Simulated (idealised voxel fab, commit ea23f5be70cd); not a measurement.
voxel self aligned contacts: a process module
Square cells of 5 nm make up the cross-section cut, whose width is 195 nm.
A cross-section is a grid of square cells, given in bands from the top down. A band is one or more rows of cells.
Heads up on the band format: heights come first, top then bottom, in nm. After that it's the materials left to right, each with its width in nm. A single material flagged "throughout" fills the whole band edge to edge, and "empty" means there's empty space there.
Where do heights start? At 0: under that level the wafer as delivered is made of one material only. And the lowest band has no floor; it just carries on downward, as in "from 0 down".
So if you see something like "30..40" for the width, read it as the top row of the band sitting at the first number and the bottom row at the second, with every row in between moving by the same amount as the last.
The designation "nothing changed", where it is given for a processing step, indicates that no cell of the cross-section was altered in the course of that step.
In "Voids lacking openings" the enclosed voids are listed, meaning empty spaces of 8 cells or larger without any opening to the top. The form is width x height at distance, distance from the left edge, units nm.
Whatever follows a step's settings on its line is a remark the simulator itself makes about that step.
Steps that use a mask can have "overlay nm" on their line. It says how far the mask sat to the right of where it was meant to be. Negative means to the left.

## Planned step list for the process
1. RECEIVE | material Si
2. OXIDIZE | depth nm 5
3. DIRECTIONAL_DEP | material polySi | thk nm 20
4. DIRECTIONAL_DEP | material SiN | thk nm 20
5. DIRECTIONAL_DEP | material aC | thk nm 15
6. PATTERN | tone cover | mask id GATE | material resist | width nm 25 | pitch nm 65 | thk nm 30 | overlay nm 0
7. DIRECTIONAL_ETCH | etch materials aC | depth nm 15
8. STRIP | etch materials resist
9. DIRECTIONAL_ETCH | etch materials SiN | depth nm 20
10. DIRECTIONAL_ETCH | etch materials polySi | depth nm 20
11. STRIP | etch materials aC
12. CONFORMAL_DEP | material SiN | thk nm 10
13. DIRECTIONAL_ETCH | etch materials SiN | depth nm 10
14. FILL_DEP | material SiO2 | thk nm 20
15. CMP | height nm 50
16. PATTERN | tone open | mask id CONTACT | material resist | width nm 50 | pitch nm 65 | thk nm 20 | overlay nm 0
17. DIRECTIONAL_ETCH | etch materials SiO2 | depth nm 55
18. STRIP | etch materials resist
19. CONFORMAL_DEP | material TiN | thk nm 5
20. FILL_DEP | material Ru | thk nm 5
21. CMP | height nm 50
22. CONFORMAL_DEP | material SiCN | thk nm 5

## First of two wafers, processed according to plan

## Wafer at receipt (post step 1), cross-section
* from 0 down = Si throughout
* Voids lacking openings: none

## Step 2 done - wafer cross-section
* from 0 to -5 = SiO2 throughout
* Lower than -5, everything is as it was.

## Step 3 done - wafer cross-section
* from 20 to 0 = polySi throughout
* Lower than 0, everything is as it was.

## Step 4 done - wafer cross-section
* from 40 to 20 = SiN throughout
* Lower than 20, everything is as it was.

## Step 5 done - wafer cross-section
* from 55 to 40 = aC throughout
* Lower than 40, everything is as it was.

## Step 6 done - wafer cross-section
* from 85 to 55 = empty (20)  resist (25)  empty (40)  resist (25)  empty (40)  resist (25)  empty (20)
* Lower than 55, everything is as it was.

## Step 7 done - wafer cross-section
* from 70 to 55 = empty (20)  resist (25)  empty (40)  resist (25)  empty (40)  resist (25)  empty (20)
* from 55 to 40 = empty (20)  aC (25)  empty (40)  aC (25)  empty (40)  aC (25)  empty (20)
* Lower than 40, everything is as it was.

## Step 8 done - wafer cross-section
* from 55 to 40 = empty (20)  aC (25)  empty (40)  aC (25)  empty (40)  aC (25)  empty (20)
* Lower than 40, everything is as it was.

## Step 9 done - wafer cross-section
* from 55 to 40 = empty (20)  aC (25)  empty (40)  aC (25)  empty (40)  aC (25)  empty (20)
* from 40 to 20 = empty (20)  SiN (25)  empty (40)  SiN (25)  empty (40)  SiN (25)  empty (20)
* Lower than 20, everything is as it was.

## Step 10 done - wafer cross-section
* from 55 to 40 = empty (20)  aC (25)  empty (40)  aC (25)  empty (40)  aC (25)  empty (20)
* from 40 to 20 = empty (20)  SiN (25)  empty (40)  SiN (25)  empty (40)  SiN (25)  empty (20)
* from 20 to 0 = empty (20)  polySi (25)  empty (40)  polySi (25)  empty (40)  polySi (25)  empty (20)
* Lower than 0, everything is as it was.

## Step 11 done - wafer cross-section
* from 40 to 20 = empty (20)  SiN (25)  empty (40)  SiN (25)  empty (40)  SiN (25)  empty (20)
* Lower than 20, everything is as it was.

## Step 12 done - wafer cross-section
* from 50 to 20 = empty (10)  SiN (45)  empty (20)  SiN (45)  empty (20)  SiN (45)  empty (10)
* from 20 to 10 = empty (10)  SiN (10)  polySi (25)  SiN (10)  empty (20)  SiN (10)  polySi (25)  SiN (10)  empty (20)  SiN (10)  polySi (25)  SiN (10)  empty (10)
* from 10 to 0 = SiN (20)  polySi (25)  SiN (40)  polySi (25)  SiN (40)  polySi (25)  SiN (20)
* Lower than 0, everything is as it was.

## Step 13 done - wafer cross-section
* from 40 to 20 = empty (10)  SiN (45)  empty (20)  SiN (45)  empty (20)  SiN (45)  empty (10)
* from 20 to 0 = empty (10)  SiN (10)  polySi (25)  SiN (10)  empty (20)  SiN (10)  polySi (25)  SiN (10)  empty (20)  SiN (10)  polySi (25)  SiN (10)  empty (10)
* Lower than 0, everything is as it was.

## Step 14 done - wafer cross-section
* from 60 to 40 = SiO2 throughout
* from 40 to 20 = SiO2 (10)  SiN (45)  SiO2 (20)  SiN (45)  SiO2 (20)  SiN (45)  SiO2 (10)
* from 20 to 0 = SiO2 (10)  SiN (10)  polySi (25)  SiN (10)  SiO2 (20)  SiN (10)  polySi (25)  SiN (10)  SiO2 (20)  SiN (10)  polySi (25)  SiN (10)  SiO2 (10)
* Lower than 0, everything is as it was.

## Step 15 done - wafer cross-section
* from 50 to 40 = SiO2 throughout
* Lower than 40, everything is as it was.

## Step 16 done - wafer cross-section
* from 70 to 50 = resist (40)  empty (50)  resist (15)  empty (50)  resist (40)
* Lower than 50, everything is as it was.

## Step 17 done - wafer cross-section
* from 70 to 50 = resist (40)  empty (50)  resist (15)  empty (50)  resist (40)
* from 50 to 40 = SiO2 (40)  empty (50)  SiO2 (15)  empty (50)  SiO2 (40)
* from 40 to 20 = SiO2 (10)  SiN (45)  empty (20)  SiN (45)  empty (20)  SiN (45)  SiO2 (10)
* from 20 to 0 = SiO2 (10)  SiN (10)  polySi (25)  SiN (10)  empty (20)  SiN (10)  polySi (25)  SiN (10)  empty (20)  SiN (10)  polySi (25)  SiN (10)  SiO2 (10)
* from 0 to -5 = SiO2 (55)  empty (20)  SiO2 (45)  empty (20)  SiO2 (55)
* Lower than -5, everything is as it was.

## Step 18 done - wafer cross-section
* from 50 to 40 = SiO2 (40)  empty (50)  SiO2 (15)  empty (50)  SiO2 (40)
* Lower than 40, everything is as it was.

## Step 19 done - wafer cross-section
* from 55 to 50 = TiN (45)  empty (40)  TiN (25)  empty (40)  TiN (45)
* from 50 to 40 = SiO2 (40)  TiN (5..20)  empty (40..10)  TiN (5..20)  SiO2 (15)  TiN (5..20)  empty (40..10)  TiN (5..20)  SiO2 (40)
* from 40 to 20 = SiO2 (10)  SiN (45)  TiN (5)  empty (10)  TiN (5)  SiN (45)  TiN (5)  empty (10)  TiN (5)  SiN (45)  SiO2 (10)
* from 20 to 0 = SiO2 (10)  SiN (10)  polySi (25)  SiN (10)  TiN (5)  empty (10)  TiN (5)  SiN (10)  polySi (25)  SiN (10)  TiN (5)  empty (10)  TiN (5)  SiN (10)  polySi (25)  SiN (10)  SiO2 (10)
* from 0 to -5 = SiO2 (55)  TiN (20)  SiO2 (45)  TiN (20)  SiO2 (55)
* Lower than -5, everything is as it was.

## Step 20 done - wafer cross-section
* from 60 to 55 = Ru throughout
* from 55 to 50 = TiN (45)  Ru (40)  TiN (25)  Ru (40)  TiN (45)
* from 50 to 40 = SiO2 (40)  TiN (5..20)  Ru (40..10)  TiN (5..20)  SiO2 (15)  TiN (5..20)  Ru (40..10)  TiN (5..20)  SiO2 (40)
* from 40 to 20 = SiO2 (10)  SiN (45)  TiN (5)  Ru (10)  TiN (5)  SiN (45)  TiN (5)  Ru (10)  TiN (5)  SiN (45)  SiO2 (10)
* from 20 to 0 = SiO2 (10)  SiN (10)  polySi (25)  SiN (10)  TiN (5)  Ru (10)  TiN (5)  SiN (10)  polySi (25)  SiN (10)  TiN (5)  Ru (10)  TiN (5)  SiN (10)  polySi (25)  SiN (10)  SiO2 (10)
* Lower than 0, everything is as it was.

## Step 21 done - wafer cross-section
* from 50 to 40 = SiO2 (40)  TiN (5..20)  Ru (40..10)  TiN (5..20)  SiO2 (15)  TiN (5..20)  Ru (40..10)  TiN (5..20)  SiO2 (40)
* Lower than 40, everything is as it was.

## Step 22 done - wafer cross-section
* from 55 to 50 = SiCN throughout
* Lower than 50, everything is as it was.

## The Second Wafer: Common Origin and Plan, One Mistake in Execution, Identical to the First Through Step 11

## Cross-section of the second wafer when, according to plan, step 12 should have finished
* from 30 to 20 = empty (20)  SiN (25)  empty (40)  SiN (25)  empty (40)  SiN (25)  empty (20)
* Lower than 20, everything is as it was.

## Cross-section of the second wafer when, according to plan, step 13 should have finished
* from 40 to 20 = empty (10)  SiN (45)  empty (20)  SiN (45)  empty (20)  SiN (45)  empty (10)
* from 20 to 10 = empty (10)  SiN (10)  polySi (25)  SiN (10)  empty (20)  SiN (10)  polySi (25)  SiN (10)  empty (20)  SiN (10)  polySi (25)  SiN (10)  empty (10)
* from 10 to 0 = SiN (20)  polySi (25)  SiN (40)  polySi (25)  SiN (40)  polySi (25)  SiN (20)
* Lower than 0, everything is as it was.

## Cross-section of the second wafer when, according to plan, step 14 should have finished
* from 60 to 40 = SiO2 throughout
* from 40 to 20 = SiO2 (10)  SiN (45)  SiO2 (20)  SiN (45)  SiO2 (20)  SiN (45)  SiO2 (10)
* from 20 to 10 = SiO2 (10)  SiN (10)  polySi (25)  SiN (10)  SiO2 (20)  SiN (10)  polySi (25)  SiN (10)  SiO2 (20)  SiN (10)  polySi (25)  SiN (10)  SiO2 (10)
* Lower than 10, everything is as it was.

## Cross-section of the second wafer when, according to plan, step 15 should have finished
* from 50 to 40 = SiO2 throughout
* Lower than 40, everything is as it was.

## Cross-section of the second wafer when, according to plan, step 16 should have finished
* from 70 to 50 = resist (40)  empty (50)  resist (15)  empty (50)  resist (40)
* Lower than 50, everything is as it was.

## Cross-section of the second wafer when, according to plan, step 17 should have finished
* from 70 to 50 = resist (40)  empty (50)  resist (15)  empty (50)  resist (40)
* from 50 to 40 = SiO2 (40)  empty (50)  SiO2 (15)  empty (50)  SiO2 (40)
* from 40 to 20 = SiO2 (10)  SiN (45)  empty (20)  SiN (45)  empty (20)  SiN (45)  SiO2 (10)
* from 20 to 10 = SiO2 (10)  SiN (10)  polySi (25)  SiN (10)  empty (20)  SiN (10)  polySi (25)  SiN (10)  empty (20)  SiN (10)  polySi (25)  SiN (10)  SiO2 (10)
* Lower than 10, everything is as it was.

## Cross-section of the second wafer when, according to plan, step 18 should have finished
* from 50 to 40 = SiO2 (40)  empty (50)  SiO2 (15)  empty (50)  SiO2 (40)
* Lower than 40, everything is as it was.

## Cross-section of the second wafer when, according to plan, step 19 should have finished
* from 55 to 50 = TiN (45)  empty (40)  TiN (25)  empty (40)  TiN (45)
* from 50 to 40 = SiO2 (40)  TiN (5..20)  empty (40..10)  TiN (5..20)  SiO2 (15)  TiN (5..20)  empty (40..10)  TiN (5..20)  SiO2 (40)
* from 40 to 20 = SiO2 (10)  SiN (45)  TiN (5)  empty (10)  TiN (5)  SiN (45)  TiN (5)  empty (10)  TiN (5)  SiN (45)  SiO2 (10)
* from 20 to 15 = SiO2 (10)  SiN (10)  polySi (25)  SiN (10)  TiN (5)  empty (10)  TiN (5)  SiN (10)  polySi (25)  SiN (10)  TiN (5)  empty (10)  TiN (5)  SiN (10)  polySi (25)  SiN (10)  SiO2 (10)
* from 15 to 10 = SiO2 (10)  SiN (10)  polySi (25)  SiN (10)  TiN (20)  SiN (10)  polySi (25)  SiN (10)  TiN (20)  SiN (10)  polySi (25)  SiN (10)  SiO2 (10)
* Lower than 10, everything is as it was.

## Cross-section of the second wafer when, according to plan, step 20 should have finished
* from 60 to 55 = Ru throughout
* from 55 to 50 = TiN (45)  Ru (40)  TiN (25)  Ru (40)  TiN (45)
* from 50 to 40 = SiO2 (40)  TiN (5..20)  Ru (40..10)  TiN (5..20)  SiO2 (15)  TiN (5..20)  Ru (40..10)  TiN (5..20)  SiO2 (40)
* from 40 to 20 = SiO2 (10)  SiN (45)  TiN (5)  Ru (10)  TiN (5)  SiN (45)  TiN (5)  Ru (10)  TiN (5)  SiN (45)  SiO2 (10)
* from 20 to 15 = SiO2 (10)  SiN (10)  polySi (25)  SiN (10)  TiN (5)  Ru (10)  TiN (5)  SiN (10)  polySi (25)  SiN (10)  TiN (5)  Ru (10)  TiN (5)  SiN (10)  polySi (25)  SiN (10)  SiO2 (10)
* Lower than 15, everything is as it was.

## Cross-section of the second wafer when, according to plan, step 21 should have finished
* from 50 to 40 = SiO2 (40)  TiN (5..20)  Ru (40..10)  TiN (5..20)  SiO2 (15)  TiN (5..20)  Ru (40..10)  TiN (5..20)  SiO2 (40)
* Lower than 40, everything is as it was.

## Cross-section of the second wafer when, according to plan, step 22 should have finished
* from 55 to 50 = SiCN throughout
* Lower than 50, everything is as it was.
Diagnosis: it was found that steps 12 and 13 of the process plan had been performed in exchanged positions
Wrapping up, a cell-based count of both wafers puts the second over or under the first for these materials: -12 Ru, +24 SiN, -12 TiN
